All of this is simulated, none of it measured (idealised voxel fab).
Process module in this document: voxel released beams
The figure presents cross-section cut, which has a width of 270 nm and is divided into square cells with an edge length of 5 nm.
Notation: cross-section as square-cell grid; stated in bands, top first, going down; one or more cell rows per band. Top, bottom (nm), then materials left to right with widths (nm); lone material tagged "edge to edge" fills the whole band edge to edge; "air" = empty space. Height reference: 0 = level under which incoming wafer is all one material. Lowest band: no bottom, runs on downward, e.g. "z 0 and below". A width such as "30->40" changes by the same amount from each row of cells to the next, from the band's top row to its bottom row. It should be understood that the words "remained unchanged", when stated for a given step, signify that the cross-section underwent no change in any of its cells during that step. Each empty space that has no open way to the top and spans at least 8 cells appears under "Sealed void listing" as width x height at distance, the distance counted from the left edge, all in nm. Past the settings on a step's line: simulator remark, on that step. "overlay nm" on a masked step: distance the mask lay right of its planned place, negative for left.

## Steps planned for the process
1: RECEIVE [material Si]
2: CONFORMAL_DEP [material Al2O3] [thk nm 10]
3: DIRECTIONAL_DEP [material SiO2] [thk nm 15]
4: PATTERN [tone open] [mask id ANCHOR] [material resist] [width nm 40] [thk nm 15] [overlay nm 0]
5: DIRECTIONAL_ETCH [etch materials SiO2] [depth nm 15]
6: STRIP [etch materials resist]
7: CONFORMAL_DEP [material polySi] [thk nm 15]
8: PATTERN [tone cover] [mask id BEAM] [material resist] [width nm 125] [thk nm 20] [overlay nm 0]
9: DIRECTIONAL_ETCH [etch materials polySi] [depth nm 15]
10: STRIP [etch materials resist]
11: STRIP [etch materials SiO2]

## Wafer, first of two, run as planned

## So this is the incoming wafer in cross-section - it's already been through step 1
> z 0 and below  Si edge to edge
> Sealed void listing: none

## Wafer xsec, post step 2
> z 10 to 0  Al2O3 edge to edge
> Below 0 it's all the same as before, nothing changed down there.

## Wafer xsec, post step 3
> z 25 to 10  SiO2 edge to edge
> Below 10 it's all the same as before, nothing changed down there.

## Wafer xsec, post step 4
> z 40 to 25  resist 75; air 40; resist 155
> Below 25 it's all the same as before, nothing changed down there.

## Wafer xsec, post step 5
> z 40 to 25  resist 75; air 40; resist 155
> z 25 to 10  SiO2 75; air 40; SiO2 155
> Below 10 it's all the same as before, nothing changed down there.

## Wafer xsec, post step 6
> z 25 to 10  SiO2 75; air 40; SiO2 155
> Below 10 it's all the same as before, nothing changed down there.

## Wafer xsec, post step 7
> z 40 to 25  polySi 90; air 10; polySi 170
> z 25 to 10  SiO2 75; polySi 40; SiO2 155
> Below 10 it's all the same as before, nothing changed down there.

## Wafer xsec, post step 8
> z 60 to 40  air 70; resist 125; air 75
> z 40 to 25  polySi 90; resist 10; polySi 170
> Below 25 it's all the same as before, nothing changed down there.

## Wafer xsec, post step 9
> z 60 to 40  air 70; resist 125; air 75
> z 40 to 25  air 70; polySi 20; resist 10; polySi 95; air 75
> Below 25 it's all the same as before, nothing changed down there.

## Wafer xsec, post step 10
> z 40 to 25  air 70; polySi 20; air 10; polySi 95; air 75
> Below 25 it's all the same as before, nothing changed down there.

## Wafer xsec, post step 11
> z 40 to 25  air 70; polySi 20; air 10; polySi 95; air 75
> z 25 to 10  air 75; polySi 40; air 155
> Below 10 it's all the same as before, nothing changed down there.

## Okay, second wafer. Nothing different at the start, nothing different in the plan, just one mistake somewhere in the running. As far as step 2, counting that step, it's the first wafer all over again

## Here is the second wafer in cross-section at the point where step 3 of the plan should have been done
> z 25 to 0  Al2O3 edge to edge
> Below 0 it's all the same as before, nothing changed down there.

## Here is the second wafer in cross-section at the point where step 4 of the plan should have been done
> z 40 to 25  resist 75; air 40; resist 155
> Below 25 it's all the same as before, nothing changed down there.

Here is the second wafer in cross-section at the point where step 5 of the plan should have been done: remained unchanged

## Here is the second wafer in cross-section at the point where step 6 of the plan should have been done
> z 25 to 0  Al2O3 edge to edge
> Below 0 it's all the same as before, nothing changed down there.

## Here is the second wafer in cross-section at the point where step 7 of the plan should have been done
> z 40 to 25  polySi edge to edge
> Below 25 it's all the same as before, nothing changed down there.

## Here is the second wafer in cross-section at the point where step 8 of the plan should have been done
> z 60 to 40  air 70; resist 125; air 75
> Below 40 it's all the same as before, nothing changed down there.

## Here is the second wafer in cross-section at the point where step 9 of the plan should have been done
> z 60 to 40  air 70; resist 125; air 75
> z 40 to 25  air 70; polySi 125; air 75
> Below 25 it's all the same as before, nothing changed down there.

## Here is the second wafer in cross-section at the point where step 10 of the plan should have been done
> z 40 to 25  air 70; polySi 125; air 75
> Below 25 it's all the same as before, nothing changed down there.

Here is the second wafer in cross-section at the point where step 11 of the plan should have been done: remained unchanged
Here's what went sideways: step 3 ran as: DIRECTIONAL_DEP [material Al2O3] [thk nm 15]
Bottom line after processing is that, in cells, the second wafer is up or down on some materials versus the first: +162 Al2O3, -18 polySi
